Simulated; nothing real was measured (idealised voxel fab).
Presented below is a process module, voxel self aligned vias.
FYI the section here is cut, 200 nm wide, cells are 5 nm squares.
Reading order for cross-sections: top band down to bottom band. Underlying form: a grid of square cells. Band size: one or more rows of cells. Top height, bottom height, nm. Materials left to right, width each, nm. Single material + "everywhere" = fills band edge to edge. "empty" = empty. Measure heights from 0. That's the level where, below it, the as-received wafer is all one material. The lowest band is bottomless and extends downward; write it as in "top 0, no bottom". The width entry "30->40" should be interpreted row by row: the top row of cells in the band takes the first number, the bottom row takes the second number, and the change between adjacent rows is uniform throughout. "nothing altered" means the step left every cell of the cross-section as it was. Entry "Enclosed voids". Content: empty spaces with no open connection to the top, size 8 cells or greater. Each: width x height at distance. Distance: from left edge. Unit: nm. It should be noted that, on the line of a given step, the content following the step's settings is a remark produced by the simulator itself with respect to that step. overlay nm, on a step with a mask: how far to the right of its planned place the mask lay; to the left if negative.

The process steps that were planned are listed below:
1: op RECEIVE | material Si
2: op CONFORMAL_DEP | material SiO2 | thk nm 15
3: op CONFORMAL_DEP | material SiCN | thk nm 5
4: op DIRECTIONAL_DEP | material lowk | thk nm 20
5: op PATTERN | tone open | mask id LINES | material resist | width nm 20 | pitch nm 45 | thk nm 20 | overlay nm 0
6: op DIRECTIONAL_ETCH | etch materials lowk | depth nm 20
7: op STRIP | etch materials resist
8: op CONFORMAL_DEP | material TiN | thk nm 5
9: op FILL_DEP | material Ru | thk nm 10
10: op CMP | height nm 40
11: op SELECTIVE_ETCH | etch materials W Ru TiN | depth nm 10
12: op FILL_DEP | material SiN | thk nm 10
13: op CMP | height nm 40
14: op DIRECTIONAL_DEP | material lowk | thk nm 15
15: op MASKED_ETCH | tone open | mask id VIAS | width nm 30 | pitch nm 90 | etch materials lowk | depth nm 15 | overlay nm 0
16: op MASKED_ETCH | tone open | mask id VIAS | width nm 30 | pitch nm 90 | etch materials SiN | depth nm 5 | overlay nm 0
17: op CONFORMAL_DEP | material TiN | thk nm 5
18: op FILL_DEP | material Ru | thk nm 5
19: op CMP | height nm 55
20: op CONFORMAL_DEP | material SiN | thk nm 5
Variable across wafers: step 16 depth nm (plan value is that of the first wafer; starting state common to all).

As-received cross-section, first of several wafers, post step 1:
> top 0, no bottom  Si everywhere
> Enclosed voids: none

For your reference, the table is organized with a row per wafer; each row reflects the wafer at the end of the module, indicating for each material the cells gained (+) or lost (-) since receipt, and thereafter its closed voids:
depth nm 5 | +26 Ru | +40 SiCN | +56 SiN | +120 SiO2 | +42 TiN | +196 lowk | Enclosed voids: none
depth nm 10 | +30 Ru | +40 SiCN | +48 SiN | +120 SiO2 | +46 TiN | +196 lowk | Enclosed voids: none
depth nm 15 | +30 Ru | +40 SiCN | +48 SiN | +120 SiO2 | +46 TiN | +196 lowk | Enclosed voids: none
depth nm 20 | +30 Ru | +40 SiCN | +48 SiN | +120 SiO2 | +46 TiN | +196 lowk | Enclosed voids: none
depth nm 25 | +30 Ru | +40 SiCN | +48 SiN | +120 SiO2 | +46 TiN | +196 lowk | Enclosed voids: none
